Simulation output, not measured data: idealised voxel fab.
The following is a process module called voxel transistor to metal.
Cross-section cut: width 160 nm, square cells of 5 nm.
If you're reading a cross-section in this doc, picture square cells in a grid; it comes to you as bands, top ones listed first down to the bottom, and a band can be one or more rows of cells.
In this notation a band is specified by the heights of its top and bottom, in that order and in nm, after which its materials appear from left to right, each paired with its width in nm. The word "all across" attached to a single material means that material fills the band from edge to edge; the word "blank" stands for empty space.
Convention: height 0 is the level below which the wafer, as received, is all one material. The lowest band does not terminate at the bottom but continues downward, represented as "top 0, no bottom".
A width given as "30->40" starts at the first number in the band's top row and ends at the second number in its bottom row, shifting by an equal amount at every step from row to row.
When a step is marked "no alterations made", none of the cells in the cross-section changed during that step.
If an empty space has no open way to the top and is at least 8 cells in size, "Enclosed void catalog" lists it, written width x height at distance, where distance is measured from the left edge and every value is in nm.
after a step's settings: what the simulator itself notes on the step
You can add "overlay nm" to a step's line. For a step with a mask, it describes how far the mask lay to the right of its planned position, and a negative number describes a lay to the left.
Each of the pairs that make up the rest of this document says: here is the cross-section before one process step, here is the cross-section after it, drawn only down to the lowest band that changed, and here, under the pair, is the step lying between them with its settings. Different pairs may come from different runs of this module on the same starting wafer, so a pair continues from the pair above it only where its entry headed "Prior to step" says so.

**Prior to step**
  top 0, no bottom | Si all across
  Enclosed void catalog: none

**Post-Step Geometry**
  top 5, bottom 0 | SiO2 all across
  Whatever lies below 0 is exactly as it was before.
  Enclosed void catalog: none
What was done to get from the upper cross-section to the lower one? CONFORMAL_DEP with material SiO2, thk nm 5

Prior to step: it's just the after picture from the pair right above this one.

**Post-Step Geometry**
  top 15, bottom 5 | SiN all across
  Whatever lies below 5 is exactly as it was before.
  Enclosed void catalog: none
What was done to get from the upper cross-section to the lower one? CONFORMAL_DEP with material SiN, thk nm 10

Prior to step: it's just the after picture from the pair right above this one.

**Post-Step Geometry**
  top 15, bottom 5 | blank 25 nm / SiN 110 nm / blank 25 nm
  Whatever lies below 5 is exactly as it was before.
  Enclosed void catalog: none
What was done to get from the upper cross-section to the lower one? MASKED_ETCH with tone cover, mask id ACTIVE, width nm 110, etch materials SiN, depth nm 10, overlay nm 0

Prior to step: it's just the after picture from the pair right above this one.

**Post-Step Geometry**
  top 15, bottom 5 | blank 25 nm / SiN 110 nm / blank 25 nm
  top 5, bottom 0 | blank 25 nm / SiO2 110 nm / blank 25 nm
  Whatever lies below 0 is exactly as it was before.
  Enclosed void catalog: none
What was done to get from the upper cross-section to the lower one? MASKED_ETCH with tone cover, mask id ACTIVE, width nm 110, etch materials SiO2, depth nm 5, overlay nm 0

Prior to step: it's just the after picture from the pair right above this one.

**Post-Step Geometry**
  top 15, bottom 5 | blank 25 nm / SiN 110 nm / blank 25 nm
  top 5, bottom 0 | blank 25 nm / SiO2 110 nm / blank 25 nm
  top 0, bottom -35 | blank 25 nm / Si 110 nm / blank 25 nm
  Whatever lies below -35 is exactly as it was before.
  Enclosed void catalog: none
What was done to get from the upper cross-section to the lower one? MASKED_ETCH with tone cover, mask id ACTIVE, width nm 110, etch materials Si, depth nm 35, overlay nm 0

Prior to step: it's just the after picture from the pair right above this one.

**Post-Step Geometry**
  top 15, bottom 5 | blank 25 nm / SiN 110 nm / blank 25 nm
  top 5, bottom 0 | blank 25 nm / SiO2 110 nm / blank 25 nm
  top 0, bottom -35 | blank 25 nm / SiO2 5 nm / Si 100 nm / SiO2 5 nm / blank 25 nm
  top -35, bottom -40 | SiO2 30 nm / Si 100 nm / SiO2 30 nm
  Whatever lies below -40 is exactly as it was before.
  Enclosed void catalog: none
What was done to get from the upper cross-section to the lower one? OXIDIZE with depth nm 5

Prior to step: it's just the after picture from the pair right above this one.

**Post-Step Geometry**
  top 20, bottom 15 | SiO2 all across
  top 15, bottom 5 | SiO2 25 nm / SiN 110 nm / SiO2 25 nm
  top 5, bottom 0 | SiO2 all across
  top 0, bottom -40 | SiO2 30 nm / Si 100 nm / SiO2 30 nm
  Whatever lies below -40 is exactly as it was before.
  Enclosed void catalog: none
What was done to get from the upper cross-section to the lower one? FILL_DEP with material SiO2, thk nm 5

Prior to step: it's just the after picture from the pair right above this one.

**Post-Step Geometry**
  top 15, bottom 5 | SiO2 25 nm / SiN 110 nm / SiO2 25 nm
  Whatever lies below 5 is exactly as it was before.
  Enclosed void catalog: none
What was done to get from the upper cross-section to the lower one? CMP with height nm 15

Prior to step: it's just the after picture from the pair right above this one.

**Post-Step Geometry**
  top 15, bottom 5 | blank 25 nm / SiN 110 nm / blank 25 nm
  Whatever lies below 5 is exactly as it was before.
  Enclosed void catalog: none
What was done to get from the upper cross-section to the lower one? SELECTIVE_ETCH with etch materials SiO2, depth nm 10

Prior to step: it's just the after picture from the pair right above this one.

**Post-Step Geometry**
  top 5, bottom 0 | SiO2 all across
  Whatever lies below 0 is exactly as it was before.
  Enclosed void catalog: none
What was done to get from the upper cross-section to the lower one? STRIP with etch materials SiN

Prior to step: it's just the after picture from the pair right above this one.

**Post-Step Geometry**
  top 0, bottom -40 | SiO2 30 nm / Si 100 nm / SiO2 30 nm
  Whatever lies below -40 is exactly as it was before.
  Enclosed void catalog: none
What was done to get from the upper cross-section to the lower one? SELECTIVE_ETCH with etch materials SiO2, depth nm 5

Prior to step: it's just the after picture from the pair right above this one.

**Post-Step Geometry**
  top 0, bottom -5 | SiO2 all across
  Whatever lies below -5 is exactly as it was before.
  Enclosed void catalog: none
What was done to get from the upper cross-section to the lower one? OXIDIZE with depth nm 5

Prior to step: it's just the after picture from the pair right above this one.

**Post-Step Geometry**
  top 20, bottom 0 | polySi all across
  Whatever lies below 0 is exactly as it was before.
  Enclosed void catalog: none
What was done to get from the upper cross-section to the lower one? DIRECTIONAL_DEP with material polySi, thk nm 20

Prior to step: it's just the after picture from the pair right above this one.

**Post-Step Geometry**
  top 30, bottom 20 | SiCN all across
  Whatever lies below 20 is exactly as it was before.
  Enclosed void catalog: none
What was done to get from the upper cross-section to the lower one? DIRECTIONAL_DEP with material SiCN, thk nm 10

Prior to step: it's just the after picture from the pair right above this one.

**Post-Step Geometry**
  top 30, bottom 20 | blank 70 nm / SiCN 20 nm / blank 70 nm
  Whatever lies below 20 is exactly as it was before.
  Enclosed void catalog: none
What was done to get from the upper cross-section to the lower one? MASKED_ETCH with tone cover, mask id GATE, width nm 20, etch materials SiCN, depth nm 20, overlay nm 0

Prior to step: it's just the after picture from the pair right above this one.

**Post-Step Geometry**
  top 30, bottom 20 | blank 70 nm / SiCN 20 nm / blank 70 nm
  top 20, bottom 0 | blank 70 nm / polySi 20 nm / blank 70 nm
  Whatever lies below 0 is exactly as it was before.
  Enclosed void catalog: none
What was done to get from the upper cross-section to the lower one? MASKED_ETCH with tone cover, mask id GATE, width nm 20, etch materials polySi, depth nm 30, overlay nm 0

Prior to step: it's just the after picture from the pair right above this one.

**Post-Step Geometry**
  top 40, bottom 30 | blank 60 nm / SiN 40 nm / blank 60 nm
  top 30, bottom 20 | blank 60 nm / SiN 10 nm / SiCN 20 nm / SiN 10 nm / blank 60 nm
  top 20, bottom 10 | blank 60 nm / SiN 10 nm / polySi 20 nm / SiN 10 nm / blank 60 nm
  top 10, bottom 0 | SiN 70 nm / polySi 20 nm / SiN 70 nm
  Whatever lies below 0 is exactly as it was before.
  Enclosed void catalog: none
What was done to get from the upper cross-section to the lower one? CONFORMAL_DEP with material SiN, thk nm 10

Prior to step: it's just the after picture from the pair right above this one.

**Post-Step Geometry**
  top 30, bottom 20 | blank 60 nm / SiN 10 nm / SiCN 20 nm / SiN 10 nm / blank 60 nm
  top 20, bottom 0 | blank 60 nm / SiN 10 nm / polySi 20 nm / SiN 10 nm / blank 60 nm
  Whatever lies below 0 is exactly as it was before.
  Enclosed void catalog: none
What was done to get from the upper cross-section to the lower one? DIRECTIONAL_ETCH with etch materials SiN, depth nm 10

Prior to step: it's just the after picture from the pair right above this one.

**Post-Step Geometry**
  top 30, bottom 20 | blank 60 nm / SiN 10 nm / SiCN 20 nm / SiN 10 nm / blank 60 nm
  top 20, bottom 0 | blank 60 nm / SiN 10 nm / polySi 20 nm / SiN 10 nm / blank 60 nm
  top 0, bottom -5 | blank 60 nm / SiO2 40 nm / blank 60 nm
  Whatever lies below -5 is exactly as it was before.
  Enclosed void catalog: none
What was done to get from the upper cross-section to the lower one? DIRECTIONAL_ETCH with etch materials SiO2, depth nm 5

Prior to step: it's just the after picture from the pair right above this one.

**Post-Step Geometry**
  top 30, bottom 20 | blank 60 nm / SiN 10 nm / SiCN 20 nm / SiN 10 nm / blank 60 nm
  top 20, bottom 0 | blank 60 nm / SiN 10 nm / polySi 20 nm / SiN 10 nm / blank 60 nm
  top 0, bottom -5 | blank 60 nm / SiO2 40 nm / blank 60 nm
  top -5, bottom -15 | SiO2 30 nm / blank 30 nm / Si 40 nm / blank 30 nm / SiO2 30 nm
  Whatever lies below -15 is exactly as it was before.
  Enclosed void catalog: none
What was done to get from the upper cross-section to the lower one? DIRECTIONAL_ETCH with etch materials Si, depth nm 10

Prior to step: it's just the after picture from the pair right above this one.

**Post-Step Geometry**
  top 30, bottom 20 | blank 60 nm / SiN 10 nm / SiCN 20 nm / SiN 10 nm / blank 60 nm
  top 20, bottom 5 | blank 60 nm / SiN 10 nm / polySi 20 nm / SiN 10 nm / blank 60 nm
  top 5, bottom 0 | blank 50 nm / nSi 10 nm / SiN 10 nm / polySi 20 nm / SiN 10 nm / nSi 10 nm / blank 50 nm
  top 0, bottom -5 | blank 50 nm / nSi 10 nm / SiO2 40 nm / nSi 10 nm / blank 50 nm
  top -5, bottom -15 | SiO2 30 nm / nSi 30 nm / Si 40 nm / nSi 30 nm / SiO2 30 nm
  Whatever lies below -15 is exactly as it was before.
  Enclosed void catalog: none
What was done to get from the upper cross-section to the lower one? EPI with material nSi, thk nm 10

Prior to step: it's just the after picture from the pair right above this one.

**Post-Step Geometry**
  top 40, bottom 30 | SiO2 all across
  top 30, bottom 20 | SiO2 60 nm / SiN 10 nm / SiCN 20 nm / SiN 10 nm / SiO2 60 nm
  top 20, bottom 5 | SiO2 60 nm / SiN 10 nm / polySi 20 nm / SiN 10 nm / SiO2 60 nm
  top 5, bottom 0 | SiO2 50 nm / nSi 10 nm / SiN 10 nm / polySi 20 nm / SiN 10 nm / nSi 10 nm / SiO2 50 nm
  top 0, bottom -5 | SiO2 50 nm / nSi 10 nm / SiO2 40 nm / nSi 10 nm / SiO2 50 nm
  Whatever lies below -5 is exactly as it was before.
  Enclosed void catalog: none
What was done to get from the upper cross-section to the lower one? FILL_DEP with material SiO2, thk nm 10

Prior to step: it's just the after picture from the pair right above this one.

**Post-Step Geometry**
  top 30, bottom 20 | SiO2 60 nm / SiN 10 nm / SiCN 20 nm / SiN 10 nm / SiO2 60 nm
  Whatever lies below 20 is exactly as it was before.
  Enclosed void catalog: none
What was done to get from the upper cross-section to the lower one? CMP with height nm 30

Prior to step: it's just the after picture from the pair right above this one.

**Post-Step Geometry**
  top 45, bottom 30 | SiO2 all across
  Whatever lies below 30 is exactly as it was before.
  Enclosed void catalog: none
What was done to get from the upper cross-section to the lower one? DIRECTIONAL_DEP with material SiO2, thk nm 15

Prior to step: it's just the after picture from the pair right above this one.

**Post-Step Geometry**
  top 45, bottom 30 | SiO2 35 nm / blank 30 nm / SiO2 30 nm / blank 30 nm / SiO2 35 nm
  top 30, bottom 20 | SiO2 35 nm / blank 25 nm / SiN 10 nm / SiCN 20 nm / SiN 10 nm / blank 25 nm / SiO2 35 nm
  top 20, bottom 5 | SiO2 35 nm / blank 25 nm / SiN 10 nm / polySi 20 nm / SiN 10 nm / blank 25 nm / SiO2 35 nm
  top 5, bottom 0 | SiO2 35 nm / blank 15 nm / nSi 10 nm / SiN 10 nm / polySi 20 nm / SiN 10 nm / nSi 10 nm / blank 15 nm / SiO2 35 nm
  top 0, bottom -5 | SiO2 35 nm / blank 15 nm / nSi 10 nm / SiO2 40 nm / nSi 10 nm / blank 15 nm / SiO2 35 nm
  Whatever lies below -5 is exactly as it was before.
  Enclosed void catalog: none
What was done to get from the upper cross-section to the lower one? MASKED_ETCH with tone open, mask id CONTACT, width nm 30, pitch nm 60, etch materials SiO2, depth nm 50, overlay nm 0

Prior to step: it's just the after picture from the pair right above this one.

**Post-Step Geometry**
  top 50, bottom 45 | TiN 40 nm / blank 20 nm / TiN 40 nm / blank 20 nm / TiN 40 nm
  top 45, bottom 35 | SiO2 35 nm / TiN 5 nm / blank 20 nm / TiN 5 nm / SiO2 30 nm / TiN 5 nm / blank 20 nm / TiN 5 nm / SiO2 35 nm
  top 35, bottom 30 | SiO2 35 nm / TiN 5 nm / blank 15 nm / TiN 10 nm / SiO2 30 nm / TiN 10 nm / blank 15 nm / TiN 5 nm / SiO2 35 nm
  top 30, bottom 20 | SiO2 35 nm / TiN 5 nm / blank 15 nm / TiN 5 nm / SiN 10 nm / SiCN 20 nm / SiN 10 nm / TiN 5 nm / blank 15 nm / TiN 5 nm / SiO2 35 nm
  top 20, bottom 10 | SiO2 35 nm / TiN 5 nm / blank 15 nm / TiN 5 nm / SiN 10 nm / polySi 20 nm / SiN 10 nm / TiN 5 nm / blank 15 nm / TiN 5 nm / SiO2 35 nm
  top 10, bottom 5 | SiO2 35 nm / TiN 5 nm / blank 5 nm / TiN 15 nm / SiN 10 nm / polySi 20 nm / SiN 10 nm / TiN 15 nm / blank 5 nm / TiN 5 nm / SiO2 35 nm
  top 5, bottom 0 | SiO2 35 nm / TiN 5 nm / blank 5 nm / TiN 5 nm / nSi 10 nm / SiN 10 nm / polySi 20 nm / SiN 10 nm / nSi 10 nm / TiN 5 nm / blank 5 nm / TiN 5 nm / SiO2 35 nm
  top 0, bottom -5 | SiO2 35 nm / TiN 15 nm / nSi 10 nm / SiO2 40 nm / nSi 10 nm / TiN 15 nm / SiO2 35 nm
  Whatever lies below -5 is exactly as it was before.
  Enclosed void catalog: none
What was done to get from the upper cross-section to the lower one? CONFORMAL_DEP with material TiN, thk nm 5

Prior to step: it's just the after picture from the pair right above this one.

**Post-Step Geometry**
  top 60, bottom 50 | W all across
  top 50, bottom 45 | TiN 40 nm / W 20 nm / TiN 40 nm / W 20 nm / TiN 40 nm
  top 45, bottom 35 | SiO2 35 nm / TiN 5 nm / W 20 nm / TiN 5 nm / SiO2 30 nm / TiN 5 nm / W 20 nm / TiN 5 nm / SiO2 35 nm
  top 35, bottom 30 | SiO2 35 nm / TiN 5 nm / W 15 nm / TiN 10 nm / SiO2 30 nm / TiN 10 nm / W 15 nm / TiN 5 nm / SiO2 35 nm
  top 30, bottom 20 | SiO2 35 nm / TiN 5 nm / W 15 nm / TiN 5 nm / SiN 10 nm / SiCN 20 nm / SiN 10 nm / TiN 5 nm / W 15 nm / TiN 5 nm / SiO2 35 nm
  top 20, bottom 10 | SiO2 35 nm / TiN 5 nm / W 15 nm / TiN 5 nm / SiN 10 nm / polySi 20 nm / SiN 10 nm / TiN 5 nm / W 15 nm / TiN 5 nm / SiO2 35 nm
  top 10, bottom 5 | SiO2 35 nm / TiN 5 nm / W 5 nm / TiN 15 nm / SiN 10 nm / polySi 20 nm / SiN 10 nm / TiN 15 nm / W 5 nm / TiN 5 nm / SiO2 35 nm
  top 5, bottom 0 | SiO2 35 nm / TiN 5 nm / W 5 nm / TiN 5 nm / nSi 10 nm / SiN 10 nm / polySi 20 nm / SiN 10 nm / nSi 10 nm / TiN 5 nm / W 5 nm / TiN 5 nm / SiO2 35 nm
  Whatever lies below 0 is exactly as it was before.
  Enclosed void catalog: none
What was done to get from the upper cross-section to the lower one? FILL_DEP with material W, thk nm 10

Prior to step: it's just the after picture from the pair right above this one.

**Post-Step Geometry**
  top 45, bottom 35 | SiO2 35 nm / TiN 5 nm / W 20 nm / TiN 5 nm / SiO2 30 nm / TiN 5 nm / W 20 nm / TiN 5 nm / SiO2 35 nm
  Whatever lies below 35 is exactly as it was before.
  Enclosed void catalog: none
What was done to get from the upper cross-section to the lower one? CMP with height nm 45

Prior to step: it's just the after picture from the pair right above this one.

**Post-Step Geometry**
  top 50, bottom 45 | TiN all across
  Whatever lies below 45 is exactly as it was before.
  Enclosed void catalog: none
What was done to get from the upper cross-section to the lower one? DIRECTIONAL_DEP with material TiN, thk nm 5

Prior to step: it's just the after picture from the pair right above this one.

**Post-Step Geometry**
  top 75, bottom 50 | W all across
  Whatever lies below 50 is exactly as it was before.
  Enclosed void catalog: none
What was done to get from the upper cross-section to the lower one? DIRECTIONAL_DEP with material W, thk nm 25

Prior to step: it's just the after picture from the pair right above this one.

**Post-Step Geometry**
  top 90, bottom 75 | blank 35 nm / resist 20 nm / blank 50 nm / resist 20 nm / blank 35 nm
  Whatever lies below 75 is exactly as it was before.
  Enclosed void catalog: none
What was done to get from the upper cross-section to the lower one? PATTERN with tone cover, mask id METAL_1, material resist, width nm 20, pitch nm 70, thk nm 15, overlay nm 0

Prior to step: it's just the after picture from the pair right above this one.

**Post-Step Geometry**
  top 90, bottom 75 | blank 35 nm / resist 20 nm / blank 50 nm / resist 20 nm / blank 35 nm
  top 75, bottom 50 | blank 35 nm / W 20 nm / blank 50 nm / W 20 nm / blank 35 nm
  Whatever lies below 50 is exactly as it was before.
  Enclosed void catalog: none
What was done to get from the upper cross-section to the lower one? DIRECTIONAL_ETCH with etch materials W, depth nm 25

Prior to step: it's just the after picture from the pair right above this one.

**Post-Step Geometry**
  top 90, bottom 75 | blank 35 nm / resist 20 nm / blank 50 nm / resist 20 nm / blank 35 nm
  top 75, bottom 50 | blank 35 nm / W 20 nm / blank 50 nm / W 20 nm / blank 35 nm
  top 50, bottom 45 | blank 35 nm / TiN 20 nm / blank 50 nm / TiN 20 nm / blank 35 nm
  Whatever lies below 45 is exactly as it was before.
  Enclosed void catalog: none
What was done to get from the upper cross-section to the lower one? DIRECTIONAL_ETCH with etch materials TiN, depth nm 5

Prior to step: it's just the after picture from the pair right above this one.

**Post-Step Geometry**
  top 75, bottom 50 | blank 35 nm / W 20 nm / blank 50 nm / W 20 nm / blank 35 nm
  Whatever lies below 50 is exactly as it was before.
  Enclosed void catalog: none
What was done to get from the upper cross-section to the lower one? STRIP with etch materials resist

Prior to step: it's just the after picture from the pair right above this one.

**Post-Step Geometry**
  top 80, bottom 75 | blank 30 nm / SiCN 30 nm / blank 40 nm / SiCN 30 nm / blank 30 nm
  top 75, bottom 50 | blank 30 nm / SiCN 5 nm / W 20 nm / SiCN 5 nm / blank 40 nm / SiCN 5 nm / W 20 nm / SiCN 5 nm / blank 30 nm
  top 50, bottom 45 | SiCN 35 nm / TiN 20 nm / SiCN 50 nm / TiN 20 nm / SiCN 35 nm
  Whatever lies below 45 is exactly as it was before.
  Enclosed void catalog: none
What was done to get from the upper cross-section to the lower one? CONFORMAL_DEP with material SiCN, thk nm 5

Prior to step: it's just the after picture from the pair right above this one.

**Post-Step Geometry**
  top 85, bottom 80 | SiO2 all across
  top 80, bottom 75 | SiO2 30 nm / SiCN 30 nm / SiO2 40 nm / SiCN 30 nm / SiO2 30 nm
  top 75, bottom 50 | SiO2 30 nm / SiCN 5 nm / W 20 nm / SiCN 5 nm / SiO2 40 nm / SiCN 5 nm / W 20 nm / SiCN 5 nm / SiO2 30 nm
  Whatever lies below 50 is exactly as it was before.
  Enclosed void catalog: none
What was done to get from the upper cross-section to the lower one? FILL_DEP with material SiO2, thk nm 5

Prior to step: it's just the after picture from the pair right above this one.

**Post-Step Geometry**
  top 75, bottom 50 | SiO2 30 nm / SiCN 5 nm / W 20 nm / SiCN 5 nm / SiO2 40 nm / SiCN 5 nm / W 20 nm / SiCN 5 nm / SiO2 30 nm
  Whatever lies below 50 is exactly as it was before.
  Enclosed void catalog: none
What was done to get from the upper cross-section to the lower one? CMP with height nm 75

Prior to step: it's just the after picture from the pair right above this one.

**Post-Step Geometry**
  top 80, bottom 75 | SiCN all across
  Whatever lies below 75 is exactly as it was before.
  Enclosed void catalog: none
What was done to get from the upper cross-section to the lower one? CONFORMAL_DEP with material SiCN, thk nm 5

**Prior to step**
  top 60, bottom 50 | W all across
  top 50, bottom 45 | TiN 40 nm / W 20 nm / TiN 40 nm / W 20 nm / TiN 40 nm
  top 45, bottom 35 | SiO2 35 nm / TiN 5 nm / W 20 nm / TiN 5 nm / SiO2 30 nm / TiN 5 nm / W 20 nm / TiN 5 nm / SiO2 35 nm
  top 35, bottom 30 | SiO2 35 nm / TiN 5 nm / W 15 nm / TiN 10 nm / SiO2 30 nm / TiN 10 nm / W 15 nm / TiN 5 nm / SiO2 35 nm
  top 30, bottom 20 | SiO2 35 nm / TiN 5 nm / W 15 nm / TiN 5 nm / SiN 10 nm / SiCN 20 nm / SiN 10 nm / TiN 5 nm / W 15 nm / TiN 5 nm / SiO2 35 nm
  top 20, bottom 10 | SiO2 35 nm / TiN 5 nm / W 15 nm / TiN 5 nm / SiN 10 nm / polySi 20 nm / SiN 10 nm / TiN 5 nm / W 15 nm / TiN 5 nm / SiO2 35 nm
  top 10, bottom 5 | SiO2 35 nm / TiN 5 nm / W 5 nm / TiN 15 nm / SiN 10 nm / polySi 20 nm / SiN 10 nm / TiN 15 nm / W 5 nm / TiN 5 nm / SiO2 35 nm
  top 5, bottom 0 | SiO2 35 nm / TiN 5 nm / W 5 nm / TiN 5 nm / nSi 10 nm / SiN 10 nm / polySi 20 nm / SiN 10 nm / nSi 10 nm / TiN 5 nm / W 5 nm / TiN 5 nm / SiO2 35 nm
  top 0, bottom -5 | SiO2 35 nm / TiN 15 nm / nSi 10 nm / SiO2 40 nm / nSi 10 nm / TiN 15 nm / SiO2 35 nm
  top -5, bottom -15 | SiO2 30 nm / nSi 30 nm / Si 40 nm / nSi 30 nm / SiO2 30 nm
  top -15, bottom -40 | SiO2 30 nm / Si 100 nm / SiO2 30 nm
  top -40, no bottom | Si all across
  Enclosed void catalog: none

**Post-Step Geometry**
  top 65, bottom 60 | TiN all across
  Whatever lies below 60 is exactly as it was before.
  Enclosed void catalog: none
What was done to get from the upper cross-section to the lower one? DIRECTIONAL_DEP with material TiN, thk nm 5

Prior to step: it's just the after picture from the pair right above this one.

**Post-Step Geometry**
  top 90, bottom 65 | W all across
  Whatever lies below 65 is exactly as it was before.
  Enclosed void catalog: none
What was done to get from the upper cross-section to the lower one? DIRECTIONAL_DEP with material W, thk nm 25

Prior to step: it's just the after picture from the pair right above this one.

**Post-Step Geometry**
  top 105, bottom 90 | blank 35 nm / resist 20 nm / blank 50 nm / resist 20 nm / blank 35 nm
  Whatever lies below 90 is exactly as it was before.
  Enclosed void catalog: none
What was done to get from the upper cross-section to the lower one? PATTERN with tone cover, mask id METAL_1, material resist, width nm 20, pitch nm 70, thk nm 15, overlay nm 0

Prior to step: it's just the after picture from the pair right above this one.

**Post-Step Geometry**
  top 105, bottom 90 | blank 35 nm / resist 20 nm / blank 50 nm / resist 20 nm / blank 35 nm
  top 90, bottom 65 | blank 35 nm / W 20 nm / blank 50 nm / W 20 nm / blank 35 nm
  Whatever lies below 65 is exactly as it was before.
  Enclosed void catalog: none
What was done to get from the upper cross-section to the lower one? DIRECTIONAL_ETCH with etch materials W, depth nm 25

Prior to step: it's just the after picture from the pair right above this one.

**Post-Step Geometry**
  top 105, bottom 90 | blank 35 nm / resist 20 nm / blank 50 nm / resist 20 nm / blank 35 nm
  top 90, bottom 65 | blank 35 nm / W 20 nm / blank 50 nm / W 20 nm / blank 35 nm
  top 65, bottom 60 | blank 35 nm / TiN 20 nm / blank 50 nm / TiN 20 nm / blank 35 nm
  Whatever lies below 60 is exactly as it was before.
  Enclosed void catalog: none
What was done to get from the upper cross-section to the lower one? DIRECTIONAL_ETCH with etch materials TiN, depth nm 5

Prior to step: it's just the after picture from the pair right above this one.

**Post-Step Geometry**
  top 90, bottom 65 | blank 35 nm / W 20 nm / blank 50 nm / W 20 nm / blank 35 nm
  Whatever lies below 65 is exactly as it was before.
  Enclosed void catalog: none
What was done to get from the upper cross-section to the lower one? STRIP with etch materials resist

Prior to step: it's just the after picture from the pair right above this one.

**Post-Step Geometry**
  top 95, bottom 90 | blank 30 nm / SiCN 30 nm / blank 40 nm / SiCN 30 nm / blank 30 nm
  top 90, bottom 65 | blank 30 nm / SiCN 5 nm / W 20 nm / SiCN 5 nm / blank 40 nm / SiCN 5 nm / W 20 nm / SiCN 5 nm / blank 30 nm
  top 65, bottom 60 | SiCN 35 nm / TiN 20 nm / SiCN 50 nm / TiN 20 nm / SiCN 35 nm
  Whatever lies below 60 is exactly as it was before.
  Enclosed void catalog: none
What was done to get from the upper cross-section to the lower one? CONFORMAL_DEP with material SiCN, thk nm 5

Prior to step: it's just the after picture from the pair right above this one.

**Post-Step Geometry**
  top 100, bottom 95 | SiO2 all across
  top 95, bottom 90 | SiO2 30 nm / SiCN 30 nm / SiO2 40 nm / SiCN 30 nm / SiO2 30 nm
  top 90, bottom 65 | SiO2 30 nm / SiCN 5 nm / W 20 nm / SiCN 5 nm / SiO2 40 nm / SiCN 5 nm / W 20 nm / SiCN 5 nm / SiO2 30 nm
  Whatever lies below 65 is exactly as it was before.
  Enclosed void catalog: none
What was done to get from the upper cross-section to the lower one? FILL_DEP with material SiO2, thk nm 5

Prior to step: it's just the after picture from the pair right above this one.

**Post-Step Geometry**
  top 75, bottom 65 | SiO2 30 nm / SiCN 5 nm / W 20 nm / SiCN 5 nm / SiO2 40 nm / SiCN 5 nm / W 20 nm / SiCN 5 nm / SiO2 30 nm
  Whatever lies below 65 is exactly as it was before.
  Enclosed void catalog: none
What was done to get from the upper cross-section to the lower one? CMP with height nm 75

Prior to step: it's just the after picture from the pair right above this one.

**Post-Step Geometry**
  top 80, bottom 75 | SiCN all across
  Whatever lies below 75 is exactly as it was before.
  Enclosed void catalog: none
What was done to get from the upper cross-section to the lower one? CONFORMAL_DEP with material SiCN, thk nm 5

**Prior to step**
  top 45, bottom 30 | SiO2 all across
  top 30, bottom 20 | SiO2 60 nm / SiN 10 nm / SiCN 20 nm / SiN 10 nm / SiO2 60 nm
  top 20, bottom 5 | SiO2 60 nm / SiN 10 nm / polySi 20 nm / SiN 10 nm / SiO2 60 nm
  top 5, bottom 0 | SiO2 50 nm / nSi 10 nm / SiN 10 nm / polySi 20 nm / SiN 10 nm / nSi 10 nm / SiO2 50 nm
  top 0, bottom -5 | SiO2 50 nm / nSi 10 nm / SiO2 40 nm / nSi 10 nm / SiO2 50 nm
  top -5, bottom -15 | SiO2 30 nm / nSi 30 nm / Si 40 nm / nSi 30 nm / SiO2 30 nm
  top -15, bottom -40 | SiO2 30 nm / Si 100 nm / SiO2 30 nm
  top -40, no bottom | Si all across
  Enclosed void catalog: none

**Post-Step Geometry**
  top 60, bottom 30 | SiO2 all across
  Whatever lies below 30 is exactly as it was before.
  Enclosed void catalog: none
What was done to get from the upper cross-section to the lower one? DIRECTIONAL_DEP with material SiO2, thk nm 15

Prior to step: it's just the after picture from the pair right above this one.

**Post-Step Geometry**
  top 60, bottom 30 | SiO2 35 nm / blank 30 nm / SiO2 30 nm / blank 30 nm / SiO2 35 nm
  top 30, bottom 20 | SiO2 35 nm / blank 25 nm / SiN 10 nm / SiCN 20 nm / SiN 10 nm / blank 25 nm / SiO2 35 nm
  top 20, bottom 10 | SiO2 35 nm / blank 25 nm / SiN 10 nm / polySi 20 nm / SiN 10 nm / blank 25 nm / SiO2 35 nm
  Whatever lies below 10 is exactly as it was before.
  Enclosed void catalog: none
What was done to get from the upper cross-section to the lower one? MASKED_ETCH with tone open, mask id CONTACT, width nm 30, pitch nm 60, etch materials SiO2, depth nm 50, overlay nm 0

Prior to step: it's just the after picture from the pair right above this one.

**Post-Step Geometry**
  top 65, bottom 60 | TiN 40 nm / blank 20 nm / TiN 40 nm / blank 20 nm / TiN 40 nm
  top 60, bottom 35 | SiO2 35 nm / TiN 5 nm / blank 20 nm / TiN 5 nm / SiO2 30 nm / TiN 5 nm / blank 20 nm / TiN 5 nm / SiO2 35 nm
  top 35, bottom 30 | SiO2 35 nm / TiN 5 nm / blank 15 nm / TiN 10 nm / SiO2 30 nm / TiN 10 nm / blank 15 nm / TiN 5 nm / SiO2 35 nm
  top 30, bottom 20 | SiO2 35 nm / TiN 5 nm / blank 15 nm / TiN 5 nm / SiN 10 nm / SiCN 20 nm / SiN 10 nm / TiN 5 nm / blank 15 nm / TiN 5 nm / SiO2 35 nm
  top 20, bottom 15 | SiO2 35 nm / TiN 5 nm / blank 15 nm / TiN 5 nm / SiN 10 nm / polySi 20 nm / SiN 10 nm / TiN 5 nm / blank 15 nm / TiN 5 nm / SiO2 35 nm
  top 15, bottom 10 | SiO2 35 nm / TiN 25 nm / SiN 10 nm / polySi 20 nm / SiN 10 nm / TiN 25 nm / SiO2 35 nm
  Whatever lies below 10 is exactly as it was before.
  Enclosed void catalog: none
What was done to get from the upper cross-section to the lower one? CONFORMAL_DEP with material TiN, thk nm 5

Prior to step: it's just the after picture from the pair right above this one.

**Post-Step Geometry**
  top 75, bottom 65 | W all across
  top 65, bottom 60 | TiN 40 nm / W 20 nm / TiN 40 nm / W 20 nm / TiN 40 nm
  top 60, bottom 35 | SiO2 35 nm / TiN 5 nm / W 20 nm / TiN 5 nm / SiO2 30 nm / TiN 5 nm / W 20 nm / TiN 5 nm / SiO2 35 nm
  top 35, bottom 30 | SiO2 35 nm / TiN 5 nm / W 15 nm / TiN 10 nm / SiO2 30 nm / TiN 10 nm / W 15 nm / TiN 5 nm / SiO2 35 nm
  top 30, bottom 20 | SiO2 35 nm / TiN 5 nm / W 15 nm / TiN 5 nm / SiN 10 nm / SiCN 20 nm / SiN 10 nm / TiN 5 nm / W 15 nm / TiN 5 nm / SiO2 35 nm
  top 20, bottom 15 | SiO2 35 nm / TiN 5 nm / W 15 nm / TiN 5 nm / SiN 10 nm / polySi 20 nm / SiN 10 nm / TiN 5 nm / W 15 nm / TiN 5 nm / SiO2 35 nm
  Whatever lies below 15 is exactly as it was before.
  Enclosed void catalog: none
What was done to get from the upper cross-section to the lower one? FILL_DEP with material W, thk nm 10
